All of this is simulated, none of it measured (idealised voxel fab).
The document below concerns the process module designated voxel wiring stack.
Section shown: cut. Width: 230 nm. Cell size: 5 nm, square.
Cross-section = grid of square cells, listed top down in bands; band = one or more rows.
Within each band entry, the heights of the top and of the bottom of the band appear first, in that order and in nm; the materials of the band then follow from left to right, each with its corresponding width in nm. The designation "edge to edge" on a single material indicates that it fills the band from edge to edge; the designation "empty" indicates empty space.
The level at which height equals 0 is the one under which the wafer, as it arrives, is entirely one material. No lower edge exists for the bottom band, which continues downward and is notated as in "0 and below".
When a width is written as two numbers, as in "30 to 40", the first number is the width in the top row of cells of the band and the second is the width in its bottom row, and the width changes by the same amount from each row to the next.
"nothing altered" after a step means that no cell of the cross-section changed.
Heads up: "Enclosed internal cavities" only lists the empty pockets with no open path to the top that are 8 cells or more, and it writes them as width x height at distance, distance from the left edge, in nm.
It should be noted that, on the line of a given step, the content following the step's settings is a remark produced by the simulator itself with respect to that step.
A step's line can hold "overlay nm"; with a mask on that step, the setting says how far right of the planned place the mask lay, while a negative setting says it lay to the left.

**Planned step list for the process**
step 1: RECEIVE with material Si
step 2: CONFORMAL_DEP with material SiO2, thk nm 15
step 3: CONFORMAL_DEP with material SiN, thk nm 5
step 4: DIRECTIONAL_DEP with material lowk, thk nm 15
step 5: PATTERN with tone open, mask id METAL_1, material resist, width nm 20, pitch nm 50, thk nm 20, overlay nm 0
step 6: DIRECTIONAL_ETCH with etch materials lowk, depth nm 15
step 7: DIRECTIONAL_ETCH with etch materials SiN, depth nm 5
step 8: STRIP with etch materials resist
step 9: CONFORMAL_DEP with material TiN, thk nm 5
step 10: FILL_DEP with material W, thk nm 10
step 11: CMP with height nm 35
step 12: EPI with material Ru, thk nm 5
step 13: FILL_DEP with material SiCN, thk nm 5
step 14: DIRECTIONAL_DEP with material lowk, thk nm 30
step 15: PATTERN with tone open, mask id METAL_2_HOLES, material resist, width nm 15, pitch nm 50, thk nm 20, overlay nm 0
step 16: DIRECTIONAL_ETCH with etch materials lowk, depth nm 30
step 17: STRIP with etch materials resist
step 18: DIRECTIONAL_DEP with material aC, thk nm 15
step 19: PATTERN with tone open, mask id METAL_2, material resist, width nm 20, pitch nm 50, thk nm 30, overlay nm 0
step 20: DIRECTIONAL_ETCH with etch materials aC, depth nm 15
step 21: STRIP with etch materials resist
step 22: DIRECTIONAL_ETCH with etch materials lowk, depth nm 20
step 23: DIRECTIONAL_ETCH with etch materials SiCN, depth nm 5
step 24: STRIP with etch materials aC
step 25: CONFORMAL_DEP with material TiN, thk nm 5
step 26: FILL_DEP with material Cu, thk nm 5
step 27: CMP with height nm 75
step 28: CONFORMAL_DEP with material SiCN, thk nm 5
step 29: DIRECTIONAL_DEP with material lowk, thk nm 25
step 30: MASKED_ETCH with tone open, mask id METAL_3_HOLES, width nm 15, pitch nm 50, etch materials lowk, depth nm 25, overlay nm 0
step 31: DIRECTIONAL_DEP with material aC, thk nm 10
step 32: PATTERN with tone open, mask id METAL_3, material resist, width nm 20, pitch nm 50, thk nm 30, overlay nm 0
step 33: DIRECTIONAL_ETCH with etch materials aC, depth nm 10
step 34: STRIP with etch materials resist
step 35: DIRECTIONAL_ETCH with etch materials lowk, depth nm 15
step 36: DIRECTIONAL_ETCH with etch materials SiCN, depth nm 5
step 37: STRIP with etch materials aC
step 38: CONFORMAL_DEP with material TiN, thk nm 5
step 39: FILL_DEP with material Ru, thk nm 5
step 40: CMP with height nm 105
step 41: CONFORMAL_DEP with material SiN, thk nm 5

**First out of two wafers; run went to plan**

**Incoming wafer, cross-sectional view, post step 1**
* 0 and below: Si edge to edge
* Enclosed internal cavities: none

**State of the wafer after step 2, shown in cross-section**
* 15 down to 0: SiO2 edge to edge
* Everything below 0 is unchanged.

**State of the wafer after step 3, shown in cross-section**
* 20 down to 15: SiN edge to edge
* Everything below 15 is unchanged.

**State of the wafer after step 4, shown in cross-section**
* 35 down to 20: lowk edge to edge
* Everything below 20 is unchanged.

**State of the wafer after step 5, shown in cross-section**
* 55 down to 35: resist=30, empty=20, resist=30, empty=20, resist=30, empty=20, resist=30, empty=20, resist=30
* Everything below 35 is unchanged.

**State of the wafer after step 6, shown in cross-section**
* 55 down to 35: resist=30, empty=20, resist=30, empty=20, resist=30, empty=20, resist=30, empty=20, resist=30
* 35 down to 20: lowk=30, empty=20, lowk=30, empty=20, lowk=30, empty=20, lowk=30, empty=20, lowk=30
* Everything below 20 is unchanged.

**State of the wafer after step 7, shown in cross-section**
* 55 down to 35: resist=30, empty=20, resist=30, empty=20, resist=30, empty=20, resist=30, empty=20, resist=30
* 35 down to 20: lowk=30, empty=20, lowk=30, empty=20, lowk=30, empty=20, lowk=30, empty=20, lowk=30
* 20 down to 15: SiN=30, empty=20, SiN=30, empty=20, SiN=30, empty=20, SiN=30, empty=20, SiN=30
* Everything below 15 is unchanged.

**State of the wafer after step 8, shown in cross-section**
* 35 down to 20: lowk=30, empty=20, lowk=30, empty=20, lowk=30, empty=20, lowk=30, empty=20, lowk=30
* Everything below 20 is unchanged.

**State of the wafer after step 9, shown in cross-section**
* 40 down to 35: TiN=35, empty=10, TiN=40, empty=10, TiN=40, empty=10, TiN=40, empty=10, TiN=35
* 35 down to 20: lowk=30, TiN=5, empty=10, TiN=5, lowk=30, TiN=5, empty=10, TiN=5, lowk=30, TiN=5, empty=10, TiN=5, lowk=30, TiN=5, empty=10, TiN=5, lowk=30
* 20 down to 15: SiN=30, TiN=20, SiN=30, TiN=20, SiN=30, TiN=20, SiN=30, TiN=20, SiN=30
* Everything below 15 is unchanged.

**State of the wafer after step 10, shown in cross-section**
* 50 down to 40: W edge to edge
* 40 down to 35: TiN=35, W=10, TiN=40, W=10, TiN=40, W=10, TiN=40, W=10, TiN=35
* 35 down to 20: lowk=30, TiN=5, W=10, TiN=5, lowk=30, TiN=5, W=10, TiN=5, lowk=30, TiN=5, W=10, TiN=5, lowk=30, TiN=5, W=10, TiN=5, lowk=30
* Everything below 20 is unchanged.

**State of the wafer after step 11, shown in cross-section**
* 35 down to 20: lowk=30, TiN=5, W=10, TiN=5, lowk=30, TiN=5, W=10, TiN=5, lowk=30, TiN=5, W=10, TiN=5, lowk=30, TiN=5, W=10, TiN=5, lowk=30
* Everything below 20 is unchanged.

**State of the wafer after step 12, shown in cross-section**
* 40 down to 35: empty=25, Ru=30, empty=20, Ru=30, empty=20, Ru=30, empty=20, Ru=30, empty=25
* Everything below 35 is unchanged.

**State of the wafer after step 13, shown in cross-section**
* 45 down to 40: SiCN edge to edge
* 40 down to 35: SiCN=25, Ru=30, SiCN=20, Ru=30, SiCN=20, Ru=30, SiCN=20, Ru=30, SiCN=25
* Everything below 35 is unchanged.

**State of the wafer after step 14, shown in cross-section**
* 75 down to 45: lowk edge to edge
* Everything below 45 is unchanged.

**State of the wafer after step 15, shown in cross-section**
* 95 down to 75: resist=30, empty=15, resist=35, empty=15, resist=35, empty=15, resist=35, empty=15, resist=35
* Everything below 75 is unchanged.

**State of the wafer after step 16, shown in cross-section**
* 95 down to 75: resist=30, empty=15, resist=35, empty=15, resist=35, empty=15, resist=35, empty=15, resist=35
* 75 down to 45: lowk=30, empty=15, lowk=35, empty=15, lowk=35, empty=15, lowk=35, empty=15, lowk=35
* Everything below 45 is unchanged.

**State of the wafer after step 17, shown in cross-section**
* 75 down to 45: lowk=30, empty=15, lowk=35, empty=15, lowk=35, empty=15, lowk=35, empty=15, lowk=35
* Everything below 45 is unchanged.

**State of the wafer after step 18, shown in cross-section**
* 90 down to 75: aC=30, empty=15, aC=35, empty=15, aC=35, empty=15, aC=35, empty=15, aC=35
* 75 down to 60: lowk=30, empty=15, lowk=35, empty=15, lowk=35, empty=15, lowk=35, empty=15, lowk=35
* 60 down to 45: lowk=30, aC=15, lowk=35, aC=15, lowk=35, aC=15, lowk=35, aC=15, lowk=35
* Everything below 45 is unchanged.

**State of the wafer after step 19, shown in cross-section**
* 120 down to 90: resist=30, empty=20, resist=30, empty=20, resist=30, empty=20, resist=30, empty=20, resist=30
* Everything below 90 is unchanged.

**State of the wafer after step 20, shown in cross-section**
* 105 down to 90: resist=30, empty=20, resist=30, empty=20, resist=30, empty=20, resist=30, empty=20, resist=30
* 90 down to 75: aC=30, empty=20, aC=30, empty=20, aC=30, empty=20, aC=30, empty=20, aC=30
* 75 down to 45: lowk=30, empty=15, lowk=35, empty=15, lowk=35, empty=15, lowk=35, empty=15, lowk=35
* Everything below 45 is unchanged.

**State of the wafer after step 21, shown in cross-section**
* 90 down to 75: aC=30, empty=20, aC=30, empty=20, aC=30, empty=20, aC=30, empty=20, aC=30
* Everything below 75 is unchanged.

**State of the wafer after step 22, shown in cross-section**
* 90 down to 75: aC=30, empty=20, aC=30, empty=20, aC=30, empty=20, aC=30, empty=20, aC=30
* 75 down to 55: lowk=30, empty=20, lowk=30, empty=20, lowk=30, empty=20, lowk=30, empty=20, lowk=30
* Everything below 55 is unchanged.

**State of the wafer after step 23, shown in cross-section**
* 90 down to 75: aC=30, empty=20, aC=30, empty=20, aC=30, empty=20, aC=30, empty=20, aC=30
* 75 down to 55: lowk=30, empty=20, lowk=30, empty=20, lowk=30, empty=20, lowk=30, empty=20, lowk=30
* 55 down to 45: lowk=30, empty=15, lowk=35, empty=15, lowk=35, empty=15, lowk=35, empty=15, lowk=35
* 45 down to 40: SiCN=30, empty=15, SiCN=35, empty=15, SiCN=35, empty=15, SiCN=35, empty=15, SiCN=35
* Everything below 40 is unchanged.

**State of the wafer after step 24, shown in cross-section**
* 75 down to 55: lowk=30, empty=20, lowk=30, empty=20, lowk=30, empty=20, lowk=30, empty=20, lowk=30
* Everything below 55 is unchanged.

**State of the wafer after step 25, shown in cross-section**
* 80 down to 75: TiN=35, empty=10, TiN=40, empty=10, TiN=40, empty=10, TiN=40, empty=10, TiN=35
* 75 down to 60: lowk=30, TiN=5, empty=10, TiN=5, lowk=30, TiN=5, empty=10, TiN=5, lowk=30, TiN=5, empty=10, TiN=5, lowk=30, TiN=5, empty=10, TiN=5, lowk=30
* 60 down to 55: lowk=30, TiN=5, empty=5, TiN=10, lowk=30, TiN=5, empty=5, TiN=10, lowk=30, TiN=5, empty=5, TiN=10, lowk=30, TiN=5, empty=5, TiN=10, lowk=30
* 55 down to 45: lowk=30, TiN=5, empty=5, TiN=5, lowk=35, TiN=5, empty=5, TiN=5, lowk=35, TiN=5, empty=5, TiN=5, lowk=35, TiN=5, empty=5, TiN=5, lowk=35
* 45 down to 40: SiCN=30, TiN=15, SiCN=35, TiN=15, SiCN=35, TiN=15, SiCN=35, TiN=15, SiCN=35
* Everything below 40 is unchanged.

**State of the wafer after step 26, shown in cross-section**
* 85 down to 80: Cu edge to edge
* 80 down to 75: TiN=35, Cu=10, TiN=40, Cu=10, TiN=40, Cu=10, TiN=40, Cu=10, TiN=35
* 75 down to 60: lowk=30, TiN=5, Cu=10, TiN=5, lowk=30, TiN=5, Cu=10, TiN=5, lowk=30, TiN=5, Cu=10, TiN=5, lowk=30, TiN=5, Cu=10, TiN=5, lowk=30
* 60 down to 55: lowk=30, TiN=5, Cu=5, TiN=10, lowk=30, TiN=5, Cu=5, TiN=10, lowk=30, TiN=5, Cu=5, TiN=10, lowk=30, TiN=5, Cu=5, TiN=10, lowk=30
* 55 down to 45: lowk=30, TiN=5, Cu=5, TiN=5, lowk=35, TiN=5, Cu=5, TiN=5, lowk=35, TiN=5, Cu=5, TiN=5, lowk=35, TiN=5, Cu=5, TiN=5, lowk=35
* Everything below 45 is unchanged.

**State of the wafer after step 27, shown in cross-section**
* 75 down to 60: lowk=30, TiN=5, Cu=10, TiN=5, lowk=30, TiN=5, Cu=10, TiN=5, lowk=30, TiN=5, Cu=10, TiN=5, lowk=30, TiN=5, Cu=10, TiN=5, lowk=30
* Everything below 60 is unchanged.

**State of the wafer after step 28, shown in cross-section**
* 80 down to 75: SiCN edge to edge
* Everything below 75 is unchanged.

**State of the wafer after step 29, shown in cross-section**
* 105 down to 80: lowk edge to edge
* Everything below 80 is unchanged.

**State of the wafer after step 30, shown in cross-section**
* 105 down to 80: lowk=30, empty=15, lowk=35, empty=15, lowk=35, empty=15, lowk=35, empty=15, lowk=35
* Everything below 80 is unchanged.

**State of the wafer after step 31, shown in cross-section**
* 115 down to 105: aC=30, empty=15, aC=35, empty=15, aC=35, empty=15, aC=35, empty=15, aC=35
* 105 down to 90: lowk=30, empty=15, lowk=35, empty=15, lowk=35, empty=15, lowk=35, empty=15, lowk=35
* 90 down to 80: lowk=30, aC=15, lowk=35, aC=15, lowk=35, aC=15, lowk=35, aC=15, lowk=35
* Everything below 80 is unchanged.

**State of the wafer after step 32, shown in cross-section**
* 145 down to 115: resist=30, empty=20, resist=30, empty=20, resist=30, empty=20, resist=30, empty=20, resist=30
* Everything below 115 is unchanged.

**State of the wafer after step 33, shown in cross-section**
* 135 down to 115: resist=30, empty=20, resist=30, empty=20, resist=30, empty=20, resist=30, empty=20, resist=30
* 115 down to 105: aC=30, empty=20, aC=30, empty=20, aC=30, empty=20, aC=30, empty=20, aC=30
* 105 down to 80: lowk=30, empty=15, lowk=35, empty=15, lowk=35, empty=15, lowk=35, empty=15, lowk=35
* Everything below 80 is unchanged.

**State of the wafer after step 34, shown in cross-section**
* 115 down to 105: aC=30, empty=20, aC=30, empty=20, aC=30, empty=20, aC=30, empty=20, aC=30
* Everything below 105 is unchanged.

**State of the wafer after step 35, shown in cross-section**
* 115 down to 105: aC=30, empty=20, aC=30, empty=20, aC=30, empty=20, aC=30, empty=20, aC=30
* 105 down to 90: lowk=30, empty=20, lowk=30, empty=20, lowk=30, empty=20, lowk=30, empty=20, lowk=30
* Everything below 90 is unchanged.

**State of the wafer after step 36, shown in cross-section**
* 115 down to 105: aC=30, empty=20, aC=30, empty=20, aC=30, empty=20, aC=30, empty=20, aC=30
* 105 down to 90: lowk=30, empty=20, lowk=30, empty=20, lowk=30, empty=20, lowk=30, empty=20, lowk=30
* 90 down to 80: lowk=30, empty=15, lowk=35, empty=15, lowk=35, empty=15, lowk=35, empty=15, lowk=35
* 80 down to 75: SiCN=30, empty=15, SiCN=35, empty=15, SiCN=35, empty=15, SiCN=35, empty=15, SiCN=35
* Everything below 75 is unchanged.

**State of the wafer after step 37, shown in cross-section**
* 105 down to 90: lowk=30, empty=20, lowk=30, empty=20, lowk=30, empty=20, lowk=30, empty=20, lowk=30
* Everything below 90 is unchanged.

**State of the wafer after step 38, shown in cross-section**
* 110 down to 105: TiN=35, empty=10, TiN=40, empty=10, TiN=40, empty=10, TiN=40, empty=10, TiN=35
* 105 down to 95: lowk=30, TiN=5, empty=10, TiN=5, lowk=30, TiN=5, empty=10, TiN=5, lowk=30, TiN=5, empty=10, TiN=5, lowk=30, TiN=5, empty=10, TiN=5, lowk=30
* 95 down to 90: lowk=30, TiN=5, empty=5, TiN=10, lowk=30, TiN=5, empty=5, TiN=10, lowk=30, TiN=5, empty=5, TiN=10, lowk=30, TiN=5, empty=5, TiN=10, lowk=30
* 90 down to 80: lowk=30, TiN=5, empty=5, TiN=5, lowk=35, TiN=5, empty=5, TiN=5, lowk=35, TiN=5, empty=5, TiN=5, lowk=35, TiN=5, empty=5, TiN=5, lowk=35
* 80 down to 75: SiCN=30, TiN=15, SiCN=35, TiN=15, SiCN=35, TiN=15, SiCN=35, TiN=15, SiCN=35
* Everything below 75 is unchanged.

**State of the wafer after step 39, shown in cross-section**
* 115 down to 110: Ru edge to edge
* 110 down to 105: TiN=35, Ru=10, TiN=40, Ru=10, TiN=40, Ru=10, TiN=40, Ru=10, TiN=35
* 105 down to 95: lowk=30, TiN=5, Ru=10, TiN=5, lowk=30, TiN=5, Ru=10, TiN=5, lowk=30, TiN=5, Ru=10, TiN=5, lowk=30, TiN=5, Ru=10, TiN=5, lowk=30
* 95 down to 90: lowk=30, TiN=5, Ru=5, TiN=10, lowk=30, TiN=5, Ru=5, TiN=10, lowk=30, TiN=5, Ru=5, TiN=10, lowk=30, TiN=5, Ru=5, TiN=10, lowk=30
* 90 down to 80: lowk=30, TiN=5, Ru=5, TiN=5, lowk=35, TiN=5, Ru=5, TiN=5, lowk=35, TiN=5, Ru=5, TiN=5, lowk=35, TiN=5, Ru=5, TiN=5, lowk=35
* Everything below 80 is unchanged.

**State of the wafer after step 40, shown in cross-section**
* 105 down to 95: lowk=30, TiN=5, Ru=10, TiN=5, lowk=30, TiN=5, Ru=10, TiN=5, lowk=30, TiN=5, Ru=10, TiN=5, lowk=30, TiN=5, Ru=10, TiN=5, lowk=30
* Everything below 95 is unchanged.

**State of the wafer after step 41, shown in cross-section**
* 110 down to 105: SiN edge to edge
* Everything below 105 is unchanged.

**Second of two: same start, same plan, one run error; steps up to and including 2 match the first**

**Second wafer, section view, time point: scheduled end of step 3**
* 30 down to 15: SiN edge to edge
* Everything below 15 is unchanged.

**Second wafer, section view, time point: scheduled end of step 4**
* 45 down to 30: lowk edge to edge
* Everything below 30 is unchanged.

**Second wafer, section view, time point: scheduled end of step 5**
* 65 down to 45: resist=30, empty=20, resist=30, empty=20, resist=30, empty=20, resist=30, empty=20, resist=30
* Everything below 45 is unchanged.

**Second wafer, section view, time point: scheduled end of step 6**
* 65 down to 45: resist=30, empty=20, resist=30, empty=20, resist=30, empty=20, resist=30, empty=20, resist=30
* 45 down to 30: lowk=30, empty=20, lowk=30, empty=20, lowk=30, empty=20, lowk=30, empty=20, lowk=30
* Everything below 30 is unchanged.

**Second wafer, section view, time point: scheduled end of step 7**
* 65 down to 45: resist=30, empty=20, resist=30, empty=20, resist=30, empty=20, resist=30, empty=20, resist=30
* 45 down to 30: lowk=30, empty=20, lowk=30, empty=20, lowk=30, empty=20, lowk=30, empty=20, lowk=30
* 30 down to 25: SiN=30, empty=20, SiN=30, empty=20, SiN=30, empty=20, SiN=30, empty=20, SiN=30
* Everything below 25 is unchanged.

**Second wafer, section view, time point: scheduled end of step 8**
* 45 down to 30: lowk=30, empty=20, lowk=30, empty=20, lowk=30, empty=20, lowk=30, empty=20, lowk=30
* Everything below 30 is unchanged.

**Second wafer, section view, time point: scheduled end of step 9**
* 50 down to 45: TiN=35, empty=10, TiN=40, empty=10, TiN=40, empty=10, TiN=40, empty=10, TiN=35
* 45 down to 30: lowk=30, TiN=5, empty=10, TiN=5, lowk=30, TiN=5, empty=10, TiN=5, lowk=30, TiN=5, empty=10, TiN=5, lowk=30, TiN=5, empty=10, TiN=5, lowk=30
* 30 down to 25: SiN=30, TiN=20, SiN=30, TiN=20, SiN=30, TiN=20, SiN=30, TiN=20, SiN=30
* Everything below 25 is unchanged.

**Second wafer, section view, time point: scheduled end of step 10**
* 60 down to 50: W edge to edge
* 50 down to 45: TiN=35, W=10, TiN=40, W=10, TiN=40, W=10, TiN=40, W=10, TiN=35
* 45 down to 30: lowk=30, TiN=5, W=10, TiN=5, lowk=30, TiN=5, W=10, TiN=5, lowk=30, TiN=5, W=10, TiN=5, lowk=30, TiN=5, W=10, TiN=5, lowk=30
* Everything below 30 is unchanged.

**Second wafer, section view, time point: scheduled end of step 11**
* 35 down to 30: lowk=30, TiN=5, W=10, TiN=5, lowk=30, TiN=5, W=10, TiN=5, lowk=30, TiN=5, W=10, TiN=5, lowk=30, TiN=5, W=10, TiN=5, lowk=30
* Everything below 30 is unchanged.

**Second wafer, section view, time point: scheduled end of step 12**
* 40 down to 35: empty=25, Ru=30, empty=20, Ru=30, empty=20, Ru=30, empty=20, Ru=30, empty=25
* Everything below 35 is unchanged.

**Second wafer, section view, time point: scheduled end of step 13**
* 45 down to 40: SiCN edge to edge
* 40 down to 35: SiCN=25, Ru=30, SiCN=20, Ru=30, SiCN=20, Ru=30, SiCN=20, Ru=30, SiCN=25
* Everything below 35 is unchanged.

**Second wafer, section view, time point: scheduled end of step 14**
* 75 down to 45: lowk edge to edge
* Everything below 45 is unchanged.

**Second wafer, section view, time point: scheduled end of step 15**
* 95 down to 75: resist=30, empty=15, resist=35, empty=15, resist=35, empty=15, resist=35, empty=15, resist=35
* Everything below 75 is unchanged.

**Second wafer, section view, time point: scheduled end of step 16**
* 95 down to 75: resist=30, empty=15, resist=35, empty=15, resist=35, empty=15, resist=35, empty=15, resist=35
* 75 down to 45: lowk=30, empty=15, lowk=35, empty=15, lowk=35, empty=15, lowk=35, empty=15, lowk=35
* Everything below 45 is unchanged.

**Second wafer, section view, time point: scheduled end of step 17**
* 75 down to 45: lowk=30, empty=15, lowk=35, empty=15, lowk=35, empty=15, lowk=35, empty=15, lowk=35
* Everything below 45 is unchanged.

**Second wafer, section view, time point: scheduled end of step 18**
* 90 down to 75: aC=30, empty=15, aC=35, empty=15, aC=35, empty=15, aC=35, empty=15, aC=35
* 75 down to 60: lowk=30, empty=15, lowk=35, empty=15, lowk=35, empty=15, lowk=35, empty=15, lowk=35
* 60 down to 45: lowk=30, aC=15, lowk=35, aC=15, lowk=35, aC=15, lowk=35, aC=15, lowk=35
* Everything below 45 is unchanged.

**Second wafer, section view, time point: scheduled end of step 19**
* 120 down to 90: resist=30, empty=20, resist=30, empty=20, resist=30, empty=20, resist=30, empty=20, resist=30
* Everything below 90 is unchanged.

**Second wafer, section view, time point: scheduled end of step 20**
* 105 down to 90: resist=30, empty=20, resist=30, empty=20, resist=30, empty=20, resist=30, empty=20, resist=30
* 90 down to 75: aC=30, empty=20, aC=30, empty=20, aC=30, empty=20, aC=30, empty=20, aC=30
* 75 down to 45: lowk=30, empty=15, lowk=35, empty=15, lowk=35, empty=15, lowk=35, empty=15, lowk=35
* Everything below 45 is unchanged.

**Second wafer, section view, time point: scheduled end of step 21**
* 90 down to 75: aC=30, empty=20, aC=30, empty=20, aC=30, empty=20, aC=30, empty=20, aC=30
* Everything below 75 is unchanged.

**Second wafer, section view, time point: scheduled end of step 22**
* 90 down to 75: aC=30, empty=20, aC=30, empty=20, aC=30, empty=20, aC=30, empty=20, aC=30
* 75 down to 55: lowk=30, empty=20, lowk=30, empty=20, lowk=30, empty=20, lowk=30, empty=20, lowk=30
* Everything below 55 is unchanged.

**Second wafer, section view, time point: scheduled end of step 23**
* 90 down to 75: aC=30, empty=20, aC=30, empty=20, aC=30, empty=20, aC=30, empty=20, aC=30
* 75 down to 55: lowk=30, empty=20, lowk=30, empty=20, lowk=30, empty=20, lowk=30, empty=20, lowk=30
* 55 down to 45: lowk=30, empty=15, lowk=35, empty=15, lowk=35, empty=15, lowk=35, empty=15, lowk=35
* 45 down to 40: SiCN=30, empty=15, SiCN=35, empty=15, SiCN=35, empty=15, SiCN=35, empty=15, SiCN=35
* Everything below 40 is unchanged.

**Second wafer, section view, time point: scheduled end of step 24**
* 75 down to 55: lowk=30, empty=20, lowk=30, empty=20, lowk=30, empty=20, lowk=30, empty=20, lowk=30
* Everything below 55 is unchanged.

**Second wafer, section view, time point: scheduled end of step 25**
* 80 down to 75: TiN=35, empty=10, TiN=40, empty=10, TiN=40, empty=10, TiN=40, empty=10, TiN=35
* 75 down to 60: lowk=30, TiN=5, empty=10, TiN=5, lowk=30, TiN=5, empty=10, TiN=5, lowk=30, TiN=5, empty=10, TiN=5, lowk=30, TiN=5, empty=10, TiN=5, lowk=30
* 60 down to 55: lowk=30, TiN=5, empty=5, TiN=10, lowk=30, TiN=5, empty=5, TiN=10, lowk=30, TiN=5, empty=5, TiN=10, lowk=30, TiN=5, empty=5, TiN=10, lowk=30
* 55 down to 45: lowk=30, TiN=5, empty=5, TiN=5, lowk=35, TiN=5, empty=5, TiN=5, lowk=35, TiN=5, empty=5, TiN=5, lowk=35, TiN=5, empty=5, TiN=5, lowk=35
* 45 down to 40: SiCN=30, TiN=15, SiCN=35, TiN=15, SiCN=35, TiN=15, SiCN=35, TiN=15, SiCN=35
* Everything below 40 is unchanged.

**Second wafer, section view, time point: scheduled end of step 26**
* 85 down to 80: Cu edge to edge
* 80 down to 75: TiN=35, Cu=10, TiN=40, Cu=10, TiN=40, Cu=10, TiN=40, Cu=10, TiN=35
* 75 down to 60: lowk=30, TiN=5, Cu=10, TiN=5, lowk=30, TiN=5, Cu=10, TiN=5, lowk=30, TiN=5, Cu=10, TiN=5, lowk=30, TiN=5, Cu=10, TiN=5, lowk=30
* 60 down to 55: lowk=30, TiN=5, Cu=5, TiN=10, lowk=30, TiN=5, Cu=5, TiN=10, lowk=30, TiN=5, Cu=5, TiN=10, lowk=30, TiN=5, Cu=5, TiN=10, lowk=30
* 55 down to 45: lowk=30, TiN=5, Cu=5, TiN=5, lowk=35, TiN=5, Cu=5, TiN=5, lowk=35, TiN=5, Cu=5, TiN=5, lowk=35, TiN=5, Cu=5, TiN=5, lowk=35
* Everything below 45 is unchanged.

**Second wafer, section view, time point: scheduled end of step 27**
* 75 down to 60: lowk=30, TiN=5, Cu=10, TiN=5, lowk=30, TiN=5, Cu=10, TiN=5, lowk=30, TiN=5, Cu=10, TiN=5, lowk=30, TiN=5, Cu=10, TiN=5, lowk=30
* Everything below 60 is unchanged.

**Second wafer, section view, time point: scheduled end of step 28**
* 80 down to 75: SiCN edge to edge
* Everything below 75 is unchanged.

**Second wafer, section view, time point: scheduled end of step 29**
* 105 down to 80: lowk edge to edge
* Everything below 80 is unchanged.

**Second wafer, section view, time point: scheduled end of step 30**
* 105 down to 80: lowk=30, empty=15, lowk=35, empty=15, lowk=35, empty=15, lowk=35, empty=15, lowk=35
* Everything below 80 is unchanged.

**Second wafer, section view, time point: scheduled end of step 31**
* 115 down to 105: aC=30, empty=15, aC=35, empty=15, aC=35, empty=15, aC=35, empty=15, aC=35
* 105 down to 90: lowk=30, empty=15, lowk=35, empty=15, lowk=35, empty=15, lowk=35, empty=15, lowk=35
* 90 down to 80: lowk=30, aC=15, lowk=35, aC=15, lowk=35, aC=15, lowk=35, aC=15, lowk=35
* Everything below 80 is unchanged.

**Second wafer, section view, time point: scheduled end of step 32**
* 145 down to 115: resist=30, empty=20, resist=30, empty=20, resist=30, empty=20, resist=30, empty=20, resist=30
* Everything below 115 is unchanged.

**Second wafer, section view, time point: scheduled end of step 33**
* 135 down to 115: resist=30, empty=20, resist=30, empty=20, resist=30, empty=20, resist=30, empty=20, resist=30
* 115 down to 105: aC=30, empty=20, aC=30, empty=20, aC=30, empty=20, aC=30, empty=20, aC=30
* 105 down to 80: lowk=30, empty=15, lowk=35, empty=15, lowk=35, empty=15, lowk=35, empty=15, lowk=35
* Everything below 80 is unchanged.

**Second wafer, section view, time point: scheduled end of step 34**
* 115 down to 105: aC=30, empty=20, aC=30, empty=20, aC=30, empty=20, aC=30, empty=20, aC=30
* Everything below 105 is unchanged.

**Second wafer, section view, time point: scheduled end of step 35**
* 115 down to 105: aC=30, empty=20, aC=30, empty=20, aC=30, empty=20, aC=30, empty=20, aC=30
* 105 down to 90: lowk=30, empty=20, lowk=30, empty=20, lowk=30, empty=20, lowk=30, empty=20, lowk=30
* Everything below 90 is unchanged.

**Second wafer, section view, time point: scheduled end of step 36**
* 115 down to 105: aC=30, empty=20, aC=30, empty=20, aC=30, empty=20, aC=30, empty=20, aC=30
* 105 down to 90: lowk=30, empty=20, lowk=30, empty=20, lowk=30, empty=20, lowk=30, empty=20, lowk=30
* 90 down to 80: lowk=30, empty=15, lowk=35, empty=15, lowk=35, empty=15, lowk=35, empty=15, lowk=35
* 80 down to 75: SiCN=30, empty=15, SiCN=35, empty=15, SiCN=35, empty=15, SiCN=35, empty=15, SiCN=35
* Everything below 75 is unchanged.

**Second wafer, section view, time point: scheduled end of step 37**
* 105 down to 90: lowk=30, empty=20, lowk=30, empty=20, lowk=30, empty=20, lowk=30, empty=20, lowk=30
* Everything below 90 is unchanged.

**Second wafer, section view, time point: scheduled end of step 38**
* 110 down to 105: TiN=35, empty=10, TiN=40, empty=10, TiN=40, empty=10, TiN=40, empty=10, TiN=35
* 105 down to 95: lowk=30, TiN=5, empty=10, TiN=5, lowk=30, TiN=5, empty=10, TiN=5, lowk=30, TiN=5, empty=10, TiN=5, lowk=30, TiN=5, empty=10, TiN=5, lowk=30
* 95 down to 90: lowk=30, TiN=5, empty=5, TiN=10, lowk=30, TiN=5, empty=5, TiN=10, lowk=30, TiN=5, empty=5, TiN=10, lowk=30, TiN=5, empty=5, TiN=10, lowk=30
* 90 down to 80: lowk=30, TiN=5, empty=5, TiN=5, lowk=35, TiN=5, empty=5, TiN=5, lowk=35, TiN=5, empty=5, TiN=5, lowk=35, TiN=5, empty=5, TiN=5, lowk=35
* 80 down to 75: SiCN=30, TiN=15, SiCN=35, TiN=15, SiCN=35, TiN=15, SiCN=35, TiN=15, SiCN=35
* Everything below 75 is unchanged.

**Second wafer, section view, time point: scheduled end of step 39**
* 115 down to 110: Ru edge to edge
* 110 down to 105: TiN=35, Ru=10, TiN=40, Ru=10, TiN=40, Ru=10, TiN=40, Ru=10, TiN=35
* 105 down to 95: lowk=30, TiN=5, Ru=10, TiN=5, lowk=30, TiN=5, Ru=10, TiN=5, lowk=30, TiN=5, Ru=10, TiN=5, lowk=30, TiN=5, Ru=10, TiN=5, lowk=30
* 95 down to 90: lowk=30, TiN=5, Ru=5, TiN=10, lowk=30, TiN=5, Ru=5, TiN=10, lowk=30, TiN=5, Ru=5, TiN=10, lowk=30, TiN=5, Ru=5, TiN=10, lowk=30
* 90 down to 80: lowk=30, TiN=5, Ru=5, TiN=5, lowk=35, TiN=5, Ru=5, TiN=5, lowk=35, TiN=5, Ru=5, TiN=5, lowk=35, TiN=5, Ru=5, TiN=5, lowk=35
* Everything below 80 is unchanged.

**Second wafer, section view, time point: scheduled end of step 40**
* 105 down to 95: lowk=30, TiN=5, Ru=10, TiN=5, lowk=30, TiN=5, Ru=10, TiN=5, lowk=30, TiN=5, Ru=10, TiN=5, lowk=30, TiN=5, Ru=10, TiN=5, lowk=30
* Everything below 95 is unchanged.

**Second wafer, section view, time point: scheduled end of step 41**
* 110 down to 105: SiN edge to edge
* Everything below 105 is unchanged.
What broke from the plan during processing? off-plan run, step 3, actual operation and settings CONFORMAL_DEP with material SiN, thk nm 15
Final tally in cells, some materials are higher or lower on the second wafer than on the first: SiN +92; TiN -16; W -16; lowk -60
